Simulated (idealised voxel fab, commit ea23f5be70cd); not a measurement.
The process module that follows is named voxel wiring stack.
Square cell edge 5 nm, section width 280 nm, ID cut.
We lay out every cross-section as a grid of square cells and spell it out in bands from the top down, where one band means one or more rows of cells. Each band's line starts with the height of the band's top and of its bottom, in nm. Then come its materials from left to right, each with its width in nm. One material with "full width" fills the band from edge to edge. "blank" is empty space. For the purposes of this specification, 0 denotes the height below which the wafer in its as-received condition is composed wholly of one material, and the lowermost band, lacking a lower limit, extends downward without end, as expressed in "from 0 down". Width: "30 to 40" (first number = top row, second number = bottom row, same change from row to row of cells). Take "no modification" at face value: in the step it is given for, the cross-section changed in none of its cells. If an empty space has no open way to the top and is at least 8 cells in size, "Closed-off voids" lists it, written width x height at distance, where distance is measured from the left edge and every value is in nm. Where a step's line continues beyond its settings, the continuation is a remark by the simulator itself on that step. The "overlay nm" setting may appear on a step's line; for a step that uses a mask, it gives how far to the right of its planned position the mask lay, and a negative value indicates the left. How should the pairs below be read? Each gives the cross-section before one process step and the cross-section after it, the latter drawn only to the lowest band that changed; the step that lies between them, with its settings, appears under the pair. Does a pair pick up where the pair above left off? Only where its entry headed "Ahead of processing" says so, since pairs can come from different runs of this module on the same starting wafer.

Ahead of processing
> from 90 to 75 | 65 of aC | 25 of blank | 15 of aC | 25 of blank | 15 of aC | 25 of blank | 15 of aC | 25 of blank | 70 of aC
> from 75 to 70 | SiCN full width
> from 70 to 40 | SiO2 full width
> from 40 to 15 | 65 of lowk | 5 of TiN | 15 of W | 5 of TiN | 15 of lowk | 5 of TiN | 15 of W | 5 of TiN | 15 of lowk | 5 of TiN | 15 of W | 5 of TiN | 15 of lowk | 5 of TiN | 15 of W | 5 of TiN | 70 of lowk
> from 15 to 10 | 65 of SiN | 25 of TiN | 15 of SiN | 25 of TiN | 15 of SiN | 25 of TiN | 15 of SiN | 25 of TiN | 70 of SiN
> from 10 to 0 | SiO2 full width
> from 0 down | Si full width
> Closed-off voids: none

Cross-Section Thereafter
> from 90 to 75 | 65 of aC | 25 of blank | 15 of aC | 25 of blank | 15 of aC | 25 of blank | 15 of aC | 25 of blank | 70 of aC
> from 75 to 70 | 65 of SiCN | 25 of blank | 15 of SiCN | 25 of blank | 15 of SiCN | 25 of blank | 15 of SiCN | 25 of blank | 70 of SiCN
> Whatever lies below 70 is exactly as it was before.
> Closed-off voids: none
The before and after cross-sections above differ by one step: DIRECTIONAL_ETCH, etch materials SiCN, depth nm 5

Ahead of processing: identical to the post-step cross-section of the immediately preceding pair.

Cross-Section Thereafter
> from 75 to 70 | 65 of SiCN | 25 of blank | 15 of SiCN | 25 of blank | 15 of SiCN | 25 of blank | 15 of SiCN | 25 of blank | 70 of SiCN
> Whatever lies below 70 is exactly as it was before.
> Closed-off voids: none
The before and after cross-sections above differ by one step: STRIP, etch materials aC

Ahead of processing: identical to the post-step cross-section of the immediately preceding pair.

Cross-Section Thereafter
> from 80 to 75 | 70 of TiN | 15 of blank | 25 of TiN | 15 of blank | 25 of TiN | 15 of blank | 25 of TiN | 15 of blank | 75 of TiN
> from 75 to 70 | 65 of SiCN | 25 of TiN | 15 of SiCN | 25 of TiN | 15 of SiCN | 25 of TiN | 15 of SiCN | 25 of TiN | 70 of SiCN
> Whatever lies below 70 is exactly as it was before.
> Closed-off voids: none
The before and after cross-sections above differ by one step: CONFORMAL_DEP, material TiN, thk nm 5

Ahead of processing: identical to the post-step cross-section of the immediately preceding pair.

Cross-Section Thereafter
> from 90 to 80 | Cu full width
> from 80 to 75 | 70 of TiN | 15 of Cu | 25 of TiN | 15 of Cu | 25 of TiN | 15 of Cu | 25 of TiN | 15 of Cu | 75 of TiN
> Whatever lies below 75 is exactly as it was before.
> Closed-off voids: none
The before and after cross-sections above differ by one step: FILL_DEP, material Cu, thk nm 10

Ahead of processing: identical to the post-step cross-section of the immediately preceding pair.

Cross-Section Thereafter
> from 75 to 70 | 65 of SiCN | 25 of TiN | 15 of SiCN | 25 of TiN | 15 of SiCN | 25 of TiN | 15 of SiCN | 25 of TiN | 70 of SiCN
> Whatever lies below 70 is exactly as it was before.
> Closed-off voids: none
The before and after cross-sections above differ by one step: CMP, height nm 75

Ahead of processing: identical to the post-step cross-section of the immediately preceding pair.

Cross-Section Thereafter
> from 80 to 75 | SiCN full width
> Whatever lies below 75 is exactly as it was before.
> Closed-off voids: none
The before and after cross-sections above differ by one step: CONFORMAL_DEP, material SiCN, thk nm 5

Ahead of processing: identical to the post-step cross-section of the immediately preceding pair.

Cross-Section Thereafter
> from 105 to 80 | lowk full width
> Whatever lies below 80 is exactly as it was before.
> Closed-off voids: none
The before and after cross-sections above differ by one step: DIRECTIONAL_DEP, material lowk, thk nm 25

Ahead of processing: identical to the post-step cross-section of the immediately preceding pair.

Cross-Section Thereafter
> from 125 to 105 | 65 of resist | 15 of blank | 25 of resist | 15 of blank | 25 of resist | 15 of blank | 25 of resist | 15 of blank | 80 of resist
> Whatever lies below 105 is exactly as it was before.
> Closed-off voids: none
The before and after cross-sections above differ by one step: PATTERN, tone open, mask id METAL_3_HOLES, material resist, width nm 15, pitch nm 40, thk nm 20, overlay nm 0

Ahead of processing: identical to the post-step cross-section of the immediately preceding pair.

Cross-Section Thereafter
> from 125 to 105 | 65 of resist | 15 of blank | 25 of resist | 15 of blank | 25 of resist | 15 of blank | 25 of resist | 15 of blank | 80 of resist
> from 105 to 80 | 65 of lowk | 15 of blank | 25 of lowk | 15 of blank | 25 of lowk | 15 of blank | 25 of lowk | 15 of blank | 80 of lowk
> Whatever lies below 80 is exactly as it was before.
> Closed-off voids: none
The before and after cross-sections above differ by one step: DIRECTIONAL_ETCH, etch materials lowk, depth nm 25

Ahead of processing: identical to the post-step cross-section of the immediately preceding pair.

Cross-Section Thereafter
> from 105 to 80 | 65 of lowk | 15 of blank | 25 of lowk | 15 of blank | 25 of lowk | 15 of blank | 25 of lowk | 15 of blank | 80 of lowk
> Whatever lies below 80 is exactly as it was before.
> Closed-off voids: none
The before and after cross-sections above differ by one step: STRIP, etch materials resist

Ahead of processing: identical to the post-step cross-section of the immediately preceding pair.

Cross-Section Thereafter
> from 115 to 105 | 65 of aC | 15 of blank | 25 of aC | 15 of blank | 25 of aC | 15 of blank | 25 of aC | 15 of blank | 80 of aC
> from 105 to 90 | 65 of lowk | 15 of blank | 25 of lowk | 15 of blank | 25 of lowk | 15 of blank | 25 of lowk | 15 of blank | 80 of lowk
> from 90 to 80 | 65 of lowk | 15 of aC | 25 of lowk | 15 of aC | 25 of lowk | 15 of aC | 25 of lowk | 15 of aC | 80 of lowk
> Whatever lies below 80 is exactly as it was before.
> Closed-off voids: none
The before and after cross-sections above differ by one step: DIRECTIONAL_DEP, material aC, thk nm 10

Ahead of processing: identical to the post-step cross-section of the immediately preceding pair.

Cross-Section Thereafter
> from 145 to 115 | 65 of resist | 25 of blank | 15 of resist | 25 of blank | 15 of resist | 25 of blank | 15 of resist | 25 of blank | 70 of resist
> Whatever lies below 115 is exactly as it was before.
> Closed-off voids: none
The before and after cross-sections above differ by one step: PATTERN, tone open, mask id METAL_3, material resist, width nm 25, pitch nm 40, thk nm 30, overlay nm 0

Ahead of processing: identical to the post-step cross-section of the immediately preceding pair.

Cross-Section Thereafter
> from 135 to 115 | 65 of resist | 25 of blank | 15 of resist | 25 of blank | 15 of resist | 25 of blank | 15 of resist | 25 of blank | 70 of resist
> from 115 to 105 | 65 of aC | 25 of blank | 15 of aC | 25 of blank | 15 of aC | 25 of blank | 15 of aC | 25 of blank | 70 of aC
> from 105 to 80 | 65 of lowk | 15 of blank | 25 of lowk | 15 of blank | 25 of lowk | 15 of blank | 25 of lowk | 15 of blank | 80 of lowk
> Whatever lies below 80 is exactly as it was before.
> Closed-off voids: none
The before and after cross-sections above differ by one step: DIRECTIONAL_ETCH, etch materials aC, depth nm 10

Ahead of processing: identical to the post-step cross-section of the immediately preceding pair.

Cross-Section Thereafter
> from 115 to 105 | 65 of aC | 25 of blank | 15 of aC | 25 of blank | 15 of aC | 25 of blank | 15 of aC | 25 of blank | 70 of aC
> Whatever lies below 105 is exactly as it was before.
> Closed-off voids: none
The before and after cross-sections above differ by one step: STRIP, etch materials resist

Ahead of processing: identical to the post-step cross-section of the immediately preceding pair.

Cross-Section Thereafter
> from 115 to 105 | 65 of aC | 25 of blank | 15 of aC | 25 of blank | 15 of aC | 25 of blank | 15 of aC | 25 of blank | 70 of aC
> from 105 to 90 | 65 of lowk | 25 of blank | 15 of lowk | 25 of blank | 15 of lowk | 25 of blank | 15 of lowk | 25 of blank | 70 of lowk
> Whatever lies below 90 is exactly as it was before.
> Closed-off voids: none
The before and after cross-sections above differ by one step: DIRECTIONAL_ETCH, etch materials lowk, depth nm 15

Ahead of processing: identical to the post-step cross-section of the immediately preceding pair.

Cross-Section Thereafter
> from 115 to 105 | 65 of aC | 25 of blank | 15 of aC | 25 of blank | 15 of aC | 25 of blank | 15 of aC | 25 of blank | 70 of aC
> from 105 to 90 | 65 of lowk | 25 of blank | 15 of lowk | 25 of blank | 15 of lowk | 25 of blank | 15 of lowk | 25 of blank | 70 of lowk
> from 90 to 80 | 65 of lowk | 15 of blank | 25 of lowk | 15 of blank | 25 of lowk | 15 of blank | 25 of lowk | 15 of blank | 80 of lowk
> from 80 to 75 | 65 of SiCN | 15 of blank | 25 of SiCN | 15 of blank | 25 of SiCN | 15 of blank | 25 of SiCN | 15 of blank | 80 of SiCN
> Whatever lies below 75 is exactly as it was before.
> Closed-off voids: none
The before and after cross-sections above differ by one step: DIRECTIONAL_ETCH, etch materials SiCN, depth nm 5

Ahead of processing: identical to the post-step cross-section of the immediately preceding pair.

Cross-Section Thereafter
> from 105 to 90 | 65 of lowk | 25 of blank | 15 of lowk | 25 of blank | 15 of lowk | 25 of blank | 15 of lowk | 25 of blank | 70 of lowk
> Whatever lies below 90 is exactly as it was before.
> Closed-off voids: none
The before and after cross-sections above differ by one step: STRIP, etch materials aC

Ahead of processing: identical to the post-step cross-section of the immediately preceding pair.

Cross-Section Thereafter
> from 110 to 105 | 70 of TiN | 15 of blank | 25 of TiN | 15 of blank | 25 of TiN | 15 of blank | 25 of TiN | 15 of blank | 75 of TiN
> from 105 to 95 | 65 of lowk | 5 of TiN | 15 of blank | 5 of TiN | 15 of lowk | 5 of TiN | 15 of blank | 5 of TiN | 15 of lowk | 5 of TiN | 15 of blank | 5 of TiN | 15 of lowk | 5 of TiN | 15 of blank | 5 of TiN | 70 of lowk
> from 95 to 90 | 65 of lowk | 5 of TiN | 5 of blank | 15 of TiN | 15 of lowk | 5 of TiN | 5 of blank | 15 of TiN | 15 of lowk | 5 of TiN | 5 of blank | 15 of TiN | 15 of lowk | 5 of TiN | 5 of blank | 15 of TiN | 70 of lowk
> from 90 to 80 | 65 of lowk | 5 of TiN | 5 of blank | 5 of TiN | 25 of lowk | 5 of TiN | 5 of blank | 5 of TiN | 25 of lowk | 5 of TiN | 5 of blank | 5 of TiN | 25 of lowk | 5 of TiN | 5 of blank | 5 of TiN | 80 of lowk
> from 80 to 70 | 65 of SiCN | 15 to 25 of TiN | 25 to 15 of SiCN | 15 to 25 of TiN | 25 to 15 of SiCN | 15 to 25 of TiN | 25 to 15 of SiCN | 15 to 25 of TiN | 80 to 70 of SiCN
> Whatever lies below 70 is exactly as it was before.
> Closed-off voids: none
The before and after cross-sections above differ by one step: CONFORMAL_DEP, material TiN, thk nm 5

Ahead of processing: identical to the post-step cross-section of the immediately preceding pair.

Cross-Section Thereafter
> from 120 to 110 | Cu full width
> from 110 to 105 | 70 of TiN | 15 of Cu | 25 of TiN | 15 of Cu | 25 of TiN | 15 of Cu | 25 of TiN | 15 of Cu | 75 of TiN
> from 105 to 95 | 65 of lowk | 5 of TiN | 15 of Cu | 5 of TiN | 15 of lowk | 5 of TiN | 15 of Cu | 5 of TiN | 15 of lowk | 5 of TiN | 15 of Cu | 5 of TiN | 15 of lowk | 5 of TiN | 15 of Cu | 5 of TiN | 70 of lowk
> from 95 to 90 | 65 of lowk | 5 of TiN | 5 of Cu | 15 of TiN | 15 of lowk | 5 of TiN | 5 of Cu | 15 of TiN | 15 of lowk | 5 of TiN | 5 of Cu | 15 of TiN | 15 of lowk | 5 of TiN | 5 of Cu | 15 of TiN | 70 of lowk
> from 90 to 80 | 65 of lowk | 5 of TiN | 5 of Cu | 5 of TiN | 25 of lowk | 5 of TiN | 5 of Cu | 5 of TiN | 25 of lowk | 5 of TiN | 5 of Cu | 5 of TiN | 25 of lowk | 5 of TiN | 5 of Cu | 5 of TiN | 80 of lowk
> Whatever lies below 80 is exactly as it was before.
> Closed-off voids: none
The before and after cross-sections above differ by one step: FILL_DEP, material Cu, thk nm 10

Ahead of processing: identical to the post-step cross-section of the immediately preceding pair.

Cross-Section Thereafter
> from 105 to 95 | 65 of lowk | 5 of TiN | 15 of Cu | 5 of TiN | 15 of lowk | 5 of TiN | 15 of Cu | 5 of TiN | 15 of lowk | 5 of TiN | 15 of Cu | 5 of TiN | 15 of lowk | 5 of TiN | 15 of Cu | 5 of TiN | 70 of lowk
> Whatever lies below 95 is exactly as it was before.
> Closed-off voids: none
The before and after cross-sections above differ by one step: CMP, height nm 105

Ahead of processing: identical to the post-step cross-section of the immediately preceding pair.

Cross-Section Thereafter
> from 110 to 105 | SiCN full width
> Whatever lies below 105 is exactly as it was before.
> Closed-off voids: none
The before and after cross-sections above differ by one step: CONFORMAL_DEP, material SiCN, thk nm 5

Ahead of processing
> from 90 to 80 | Cu full width
> from 80 to 75 | 70 of TiN | 15 of Cu | 25 of TiN | 15 of Cu | 25 of TiN | 15 of Cu | 25 of TiN | 15 of Cu | 75 of TiN
> from 75 to 65 | 65 of SiO2 | 5 of TiN | 15 of Cu | 5 of TiN | 15 of SiO2 | 5 of TiN | 15 of Cu | 5 of TiN | 15 of SiO2 | 5 of TiN | 15 of Cu | 5 of TiN | 15 of SiO2 | 5 of TiN | 15 of Cu | 5 of TiN | 70 of SiO2
> from 65 to 60 | 65 of SiO2 | 5 of TiN | 5 of Cu | 15 of TiN | 15 of SiO2 | 5 of TiN | 5 of Cu | 15 of TiN | 15 of SiO2 | 5 of TiN | 5 of Cu | 15 of TiN | 15 of SiO2 | 5 of TiN | 5 of Cu | 15 of TiN | 70 of SiO2
> from 60 to 45 | 65 of SiO2 | 5 of TiN | 5 of Cu | 5 of TiN | 25 of SiO2 | 5 of TiN | 5 of Cu | 5 of TiN | 25 of SiO2 | 5 of TiN | 5 of Cu | 5 of TiN | 25 of SiO2 | 5 of TiN | 5 of Cu | 5 of TiN | 80 of SiO2
> from 45 to 40 | 65 of SiCN | 15 of TiN | 25 of SiCN | 15 of TiN | 25 of SiCN | 15 of TiN | 25 of SiCN | 15 of TiN | 80 of SiCN
> from 40 to 15 | 65 of lowk | 5 of TiN | 15 of W | 5 of TiN | 15 of lowk | 5 of TiN | 15 of W | 5 of TiN | 15 of lowk | 5 of TiN | 15 of W | 5 of TiN | 15 of lowk | 5 of TiN | 15 of W | 5 of TiN | 70 of lowk
> from 15 to 10 | 65 of SiN | 25 of TiN | 15 of SiN | 25 of TiN | 15 of SiN | 25 of TiN | 15 of SiN | 25 of TiN | 70 of SiN
> from 10 to 0 | SiO2 full width
> from 0 down | Si full width
> Closed-off voids: none

Cross-Section Thereafter
> from 65 to 60 | 65 of SiO2 | 5 of TiN | 5 of Cu | 15 of TiN | 15 of SiO2 | 5 of TiN | 5 of Cu | 15 of TiN | 15 of SiO2 | 5 of TiN | 5 of Cu | 15 of TiN | 15 of SiO2 | 5 of TiN | 5 of Cu | 15 of TiN | 70 of SiO2
> Whatever lies below 60 is exactly as it was before.
> Closed-off voids: none
The before and after cross-sections above differ by one step: CMP, height nm 65

Ahead of processing: identical to the post-step cross-section of the immediately preceding pair.

Cross-Section Thereafter
> from 70 to 65 | SiCN full width
> Whatever lies below 65 is exactly as it was before.
> Closed-off voids: none
The before and after cross-sections above differ by one step: CONFORMAL_DEP, material SiCN, thk nm 5

Ahead of processing: identical to the post-step cross-section of the immediately preceding pair.

Cross-Section Thereafter
> from 95 to 70 | lowk full width
> Whatever lies below 70 is exactly as it was before.
> Closed-off voids: none
The before and after cross-sections above differ by one step: DIRECTIONAL_DEP, material lowk, thk nm 25

Ahead of processing: identical to the post-step cross-section of the immediately preceding pair.

Cross-Section Thereafter
> from 115 to 95 | 65 of resist | 15 of blank | 25 of resist | 15 of blank | 25 of resist | 15 of blank | 25 of resist | 15 of blank | 80 of resist
> Whatever lies below 95 is exactly as it was before.
> Closed-off voids: none
The before and after cross-sections above differ by one step: PATTERN, tone open, mask id METAL_3_HOLES, material resist, width nm 15, pitch nm 40, thk nm 20, overlay nm 0

Ahead of processing: identical to the post-step cross-section of the immediately preceding pair.

Cross-Section Thereafter
> from 115 to 95 | 65 of resist | 15 of blank | 25 of resist | 15 of blank | 25 of resist | 15 of blank | 25 of resist | 15 of blank | 80 of resist
> from 95 to 70 | 65 of lowk | 15 of blank | 25 of lowk | 15 of blank | 25 of lowk | 15 of blank | 25 of lowk | 15 of blank | 80 of lowk
> Whatever lies below 70 is exactly as it was before.
> Closed-off voids: none
The before and after cross-sections above differ by one step: DIRECTIONAL_ETCH, etch materials lowk, depth nm 25

Ahead of processing: identical to the post-step cross-section of the immediately preceding pair.

Cross-Section Thereafter
> from 95 to 70 | 65 of lowk | 15 of blank | 25 of lowk | 15 of blank | 25 of lowk | 15 of blank | 25 of lowk | 15 of blank | 80 of lowk
> Whatever lies below 70 is exactly as it was before.
> Closed-off voids: none
The before and after cross-sections above differ by one step: STRIP, etch materials resist

Ahead of processing: identical to the post-step cross-section of the immediately preceding pair.

Cross-Section Thereafter
> from 105 to 95 | 65 of aC | 15 of blank | 25 of aC | 15 of blank | 25 of aC | 15 of blank | 25 of aC | 15 of blank | 80 of aC
> from 95 to 80 | 65 of lowk | 15 of blank | 25 of lowk | 15 of blank | 25 of lowk | 15 of blank | 25 of lowk | 15 of blank | 80 of lowk
> from 80 to 70 | 65 of lowk | 15 of aC | 25 of lowk | 15 of aC | 25 of lowk | 15 of aC | 25 of lowk | 15 of aC | 80 of lowk
> Whatever lies below 70 is exactly as it was before.
> Closed-off voids: none
The before and after cross-sections above differ by one step: DIRECTIONAL_DEP, material aC, thk nm 10

Ahead of processing: identical to the post-step cross-section of the immediately preceding pair.

Cross-Section Thereafter
> from 135 to 105 | 65 of resist | 25 of blank | 15 of resist | 25 of blank | 15 of resist | 25 of blank | 15 of resist | 25 of blank | 70 of resist
> Whatever lies below 105 is exactly as it was before.
> Closed-off voids: none
The before and after cross-sections above differ by one step: PATTERN, tone open, mask id METAL_3, material resist, width nm 25, pitch nm 40, thk nm 30, overlay nm 0

Ahead of processing: identical to the post-step cross-section of the immediately preceding pair.

Cross-Section Thereafter
> from 125 to 105 | 65 of resist | 25 of blank | 15 of resist | 25 of blank | 15 of resist | 25 of blank | 15 of resist | 25 of blank | 70 of resist
> from 105 to 95 | 65 of aC | 25 of blank | 15 of aC | 25 of blank | 15 of aC | 25 of blank | 15 of aC | 25 of blank | 70 of aC
> from 95 to 70 | 65 of lowk | 15 of blank | 25 of lowk | 15 of blank | 25 of lowk | 15 of blank | 25 of lowk | 15 of blank | 80 of lowk
> Whatever lies below 70 is exactly as it was before.
> Closed-off voids: none
The before and after cross-sections above differ by one step: DIRECTIONAL_ETCH, etch materials aC, depth nm 10

Ahead of processing: identical to the post-step cross-section of the immediately preceding pair.

Cross-Section Thereafter
> from 105 to 95 | 65 of aC | 25 of blank | 15 of aC | 25 of blank | 15 of aC | 25 of blank | 15 of aC | 25 of blank | 70 of aC
> Whatever lies below 95 is exactly as it was before.
> Closed-off voids: none
The before and after cross-sections above differ by one step: STRIP, etch materials resist

Ahead of processing: identical to the post-step cross-section of the immediately preceding pair.

Cross-Section Thereafter
> from 105 to 95 | 65 of aC | 25 of blank | 15 of aC | 25 of blank | 15 of aC | 25 of blank | 15 of aC | 25 of blank | 70 of aC
> from 95 to 80 | 65 of lowk | 25 of blank | 15 of lowk | 25 of blank | 15 of lowk | 25 of blank | 15 of lowk | 25 of blank | 70 of lowk
> Whatever lies below 80 is exactly as it was before.
> Closed-off voids: none
The before and after cross-sections above differ by one step: DIRECTIONAL_ETCH, etch materials lowk, depth nm 15

Ahead of processing: identical to the post-step cross-section of the immediately preceding pair.

Cross-Section Thereafter
> from 105 to 95 | 65 of aC | 25 of blank | 15 of aC | 25 of blank | 15 of aC | 25 of blank | 15 of aC | 25 of blank | 70 of aC
> from 95 to 80 | 65 of lowk | 25 of blank | 15 of lowk | 25 of blank | 15 of lowk | 25 of blank | 15 of lowk | 25 of blank | 70 of lowk
> from 80 to 70 | 65 of lowk | 15 of blank | 25 of lowk | 15 of blank | 25 of lowk | 15 of blank | 25 of lowk | 15 of blank | 80 of lowk
> from 70 to 65 | 65 of SiCN | 15 of blank | 25 of SiCN | 15 of blank | 25 of SiCN | 15 of blank | 25 of SiCN | 15 of blank | 80 of SiCN
> Whatever lies below 65 is exactly as it was before.
> Closed-off voids: none
The before and after cross-sections above differ by one step: DIRECTIONAL_ETCH, etch materials SiCN, depth nm 5

Ahead of processing: identical to the post-step cross-section of the immediately preceding pair.

Cross-Section Thereafter
> from 95 to 80 | 65 of lowk | 25 of blank | 15 of lowk | 25 of blank | 15 of lowk | 25 of blank | 15 of lowk | 25 of blank | 70 of lowk
> Whatever lies below 80 is exactly as it was before.
> Closed-off voids: none
The before and after cross-sections above differ by one step: STRIP, etch materials aC

Ahead of processing: identical to the post-step cross-section of the immediately preceding pair.

Cross-Section Thereafter
> from 100 to 95 | 70 of TiN | 15 of blank | 25 of TiN | 15 of blank | 25 of TiN | 15 of blank | 25 of TiN | 15 of blank | 75 of TiN
> from 95 to 85 | 65 of lowk | 5 of TiN | 15 of blank | 5 of TiN | 15 of lowk | 5 of TiN | 15 of blank | 5 of TiN | 15 of lowk | 5 of TiN | 15 of blank | 5 of TiN | 15 of lowk | 5 of TiN | 15 of blank | 5 of TiN | 70 of lowk
> from 85 to 80 | 65 of lowk | 5 of TiN | 5 of blank | 15 of TiN | 15 of lowk | 5 of TiN | 5 of blank | 15 of TiN | 15 of lowk | 5 of TiN | 5 of blank | 15 of TiN | 15 of lowk | 5 of TiN | 5 of blank | 15 of TiN | 70 of lowk
> from 80 to 70 | 65 of lowk | 5 of TiN | 5 of blank | 5 of TiN | 25 of lowk | 5 of TiN | 5 of blank | 5 of TiN | 25 of lowk | 5 of TiN | 5 of blank | 5 of TiN | 25 of lowk | 5 of TiN | 5 of blank | 5 of TiN | 80 of lowk
> from 70 to 65 | 65 of SiCN | 15 of TiN | 25 of SiCN | 15 of TiN | 25 of SiCN | 15 of TiN | 25 of SiCN | 15 of TiN | 80 of SiCN
> Whatever lies below 65 is exactly as it was before.
> Closed-off voids: none
The before and after cross-sections above differ by one step: CONFORMAL_DEP, material TiN, thk nm 5

Ahead of processing: identical to the post-step cross-section of the immediately preceding pair.

Cross-Section Thereafter
> from 110 to 100 | Cu full width
> from 100 to 95 | 70 of TiN | 15 of Cu | 25 of TiN | 15 of Cu | 25 of TiN | 15 of Cu | 25 of TiN | 15 of Cu | 75 of TiN
> from 95 to 85 | 65 of lowk | 5 of TiN | 15 of Cu | 5 of TiN | 15 of lowk | 5 of TiN | 15 of Cu | 5 of TiN | 15 of lowk | 5 of TiN | 15 of Cu | 5 of TiN | 15 of lowk | 5 of TiN | 15 of Cu | 5 of TiN | 70 of lowk
> from 85 to 80 | 65 of lowk | 5 of TiN | 5 of Cu | 15 of TiN | 15 of lowk | 5 of TiN | 5 of Cu | 15 of TiN | 15 of lowk | 5 of TiN | 5 of Cu | 15 of TiN | 15 of lowk | 5 of TiN | 5 of Cu | 15 of TiN | 70 of lowk
> from 80 to 70 | 65 of lowk | 5 of TiN | 5 of Cu | 5 of TiN | 25 of lowk | 5 of TiN | 5 of Cu | 5 of TiN | 25 of lowk | 5 of TiN | 5 of Cu | 5 of TiN | 25 of lowk | 5 of TiN | 5 of Cu | 5 of TiN | 80 of lowk
> Whatever lies below 70 is exactly as it was before.
> Closed-off voids: none
The before and after cross-sections above differ by one step: FILL_DEP, material Cu, thk nm 10

Ahead of processing: identical to the post-step cross-section of the immediately preceding pair.

Cross-Section Thereafter
> from 105 to 100 | Cu full width
> Whatever lies below 100 is exactly as it was before.
> Closed-off voids: none
The before and after cross-sections above differ by one step: CMP, height nm 105

Ahead of processing: identical to the post-step cross-section of the immediately preceding pair.

Cross-Section Thereafter
> from 110 to 105 | SiCN full width
> Whatever lies below 105 is exactly as it was before.
> Closed-off voids: none
The before and after cross-sections above differ by one step: CONFORMAL_DEP, material SiCN, thk nm 5

Ahead of processing
> from 75 to 45 | SiO2 full width
> from 45 to 40 | SiCN full width
> from 40 to 15 | 65 of lowk | 5 of TiN | 15 of W | 5 of TiN | 15 of lowk | 5 of TiN | 15 of W | 5 of TiN | 15 of lowk | 5 of TiN | 15 of W | 5 of TiN | 15 of lowk | 5 of TiN | 15 of W | 5 of TiN | 70 of lowk
> from 15 to 10 | 65 of SiN | 25 of TiN | 15 of SiN | 25 of TiN | 15 of SiN | 25 of TiN | 15 of SiN | 25 of TiN | 70 of SiN
> from 10 to 0 | SiO2 full width
> from 0 down | Si full width
> Closed-off voids: none

Cross-Section Thereafter
> from 95 to 75 | 65 of resist | 20 of blank | 20 of resist | 20 of blank | 20 of resist | 20 of blank | 20 of resist | 20 of blank | 75 of resist
> Whatever lies below 75 is exactly as it was before.
> Closed-off voids: none
The before and after cross-sections above differ by one step: PATTERN, tone open, mask id METAL_2_HOLES, material resist, width nm 20, pitch nm 40, thk nm 20, overlay nm 0

Ahead of processing: identical to the post-step cross-section of the immediately preceding pair.

Cross-Section Thereafter
> from 95 to 75 | 65 of resist | 20 of blank | 20 of resist | 20 of blank | 20 of resist | 20 of blank | 20 of resist | 20 of blank | 75 of resist
> from 75 to 45 | 65 of SiO2 | 20 of blank | 20 of SiO2 | 20 of blank | 20 of SiO2 | 20 of blank | 20 of SiO2 | 20 of blank | 75 of SiO2
> Whatever lies below 45 is exactly as it was before.
> Closed-off voids: none
The before and after cross-sections above differ by one step: DIRECTIONAL_ETCH, etch materials SiO2, depth nm 30

Ahead of processing: identical to the post-step cross-section of the immediately preceding pair.

Cross-Section Thereafter
> from 75 to 45 | 65 of SiO2 | 20 of blank | 20 of SiO2 | 20 of blank | 20 of SiO2 | 20 of blank | 20 of SiO2 | 20 of blank | 75 of SiO2
> Whatever lies below 45 is exactly as it was before.
> Closed-off voids: none
The before and after cross-sections above differ by one step: STRIP, etch materials resist

Ahead of processing: identical to the post-step cross-section of the immediately preceding pair.

Cross-Section Thereafter
> from 90 to 75 | 65 of aC | 20 of blank | 20 of aC | 20 of blank | 20 of aC | 20 of blank | 20 of aC | 20 of blank | 75 of aC
> from 75 to 60 | 65 of SiO2 | 20 of blank | 20 of SiO2 | 20 of blank | 20 of SiO2 | 20 of blank | 20 of SiO2 | 20 of blank | 75 of SiO2
> from 60 to 45 | 65 of SiO2 | 20 of aC | 20 of SiO2 | 20 of aC | 20 of SiO2 | 20 of aC | 20 of SiO2 | 20 of aC | 75 of SiO2
> Whatever lies below 45 is exactly as it was before.
> Closed-off voids: none
The before and after cross-sections above differ by one step: DIRECTIONAL_DEP, material aC, thk nm 15

Ahead of processing: identical to the post-step cross-section of the immediately preceding pair.

Cross-Section Thereafter
> from 120 to 90 | 65 of resist | 25 of blank | 15 of resist | 25 of blank | 15 of resist | 25 of blank | 15 of resist | 25 of blank | 70 of resist
> Whatever lies below 90 is exactly as it was before.
> Closed-off voids: none
The before and after cross-sections above differ by one step: PATTERN, tone open, mask id METAL_2, material resist, width nm 25, pitch nm 40, thk nm 30, overlay nm 0

Ahead of processing: identical to the post-step cross-section of the immediately preceding pair.

Cross-Section Thereafter
> from 105 to 90 | 65 of resist | 25 of blank | 15 of resist | 25 of blank | 15 of resist | 25 of blank | 15 of resist | 25 of blank | 70 of resist
> from 90 to 75 | 65 of aC | 25 of blank | 15 of aC | 25 of blank | 15 of aC | 25 of blank | 15 of aC | 25 of blank | 70 of aC
> from 75 to 45 | 65 of SiO2 | 20 of blank | 20 of SiO2 | 20 of blank | 20 of SiO2 | 20 of blank | 20 of SiO2 | 20 of blank | 75 of SiO2
> Whatever lies below 45 is exactly as it was before.
> Closed-off voids: none
The before and after cross-sections above differ by one step: DIRECTIONAL_ETCH, etch materials aC, depth nm 15

Ahead of processing: identical to the post-step cross-section of the immediately preceding pair.

Cross-Section Thereafter
> from 90 to 75 | 65 of aC | 25 of blank | 15 of aC | 25 of blank | 15 of aC | 25 of blank | 15 of aC | 25 of blank | 70 of aC
> Whatever lies below 75 is exactly as it was before.
> Closed-off voids: none
The before and after cross-sections above differ by one step: STRIP, etch materials resist

Ahead of processing: identical to the post-step cross-section of the immediately preceding pair.

Cross-Section Thereafter
> from 90 to 75 | 65 of aC | 25 of blank | 15 of aC | 25 of blank | 15 of aC | 25 of blank | 15 of aC | 25 of blank | 70 of aC
> from 75 to 60 | 65 of SiO2 | 25 of blank | 15 of SiO2 | 25 of blank | 15 of SiO2 | 25 of blank | 15 of SiO2 | 25 of blank | 70 of SiO2
> Whatever lies below 60 is exactly as it was before.
> Closed-off voids: none
The before and after cross-sections above differ by one step: DIRECTIONAL_ETCH, etch materials SiO2, depth nm 15

Ahead of processing: identical to the post-step cross-section of the immediately preceding pair.

Cross-Section Thereafter
> from 90 to 75 | 65 of aC | 25 of blank | 15 of aC | 25 of blank | 15 of aC | 25 of blank | 15 of aC | 25 of blank | 70 of aC
> from 75 to 60 | 65 of SiO2 | 25 of blank | 15 of SiO2 | 25 of blank | 15 of SiO2 | 25 of blank | 15 of SiO2 | 25 of blank | 70 of SiO2
> from 60 to 45 | 65 of SiO2 | 20 of blank | 20 of SiO2 | 20 of blank | 20 of SiO2 | 20 of blank | 20 of SiO2 | 20 of blank | 75 of SiO2
> from 45 to 40 | 65 of SiCN | 20 of blank | 20 of SiCN | 20 of blank | 20 of SiCN | 20 of blank | 20 of SiCN | 20 of blank | 75 of SiCN
> Whatever lies below 40 is exactly as it was before.
> Closed-off voids: none
The before and after cross-sections above differ by one step: DIRECTIONAL_ETCH, etch materials SiCN, depth nm 5
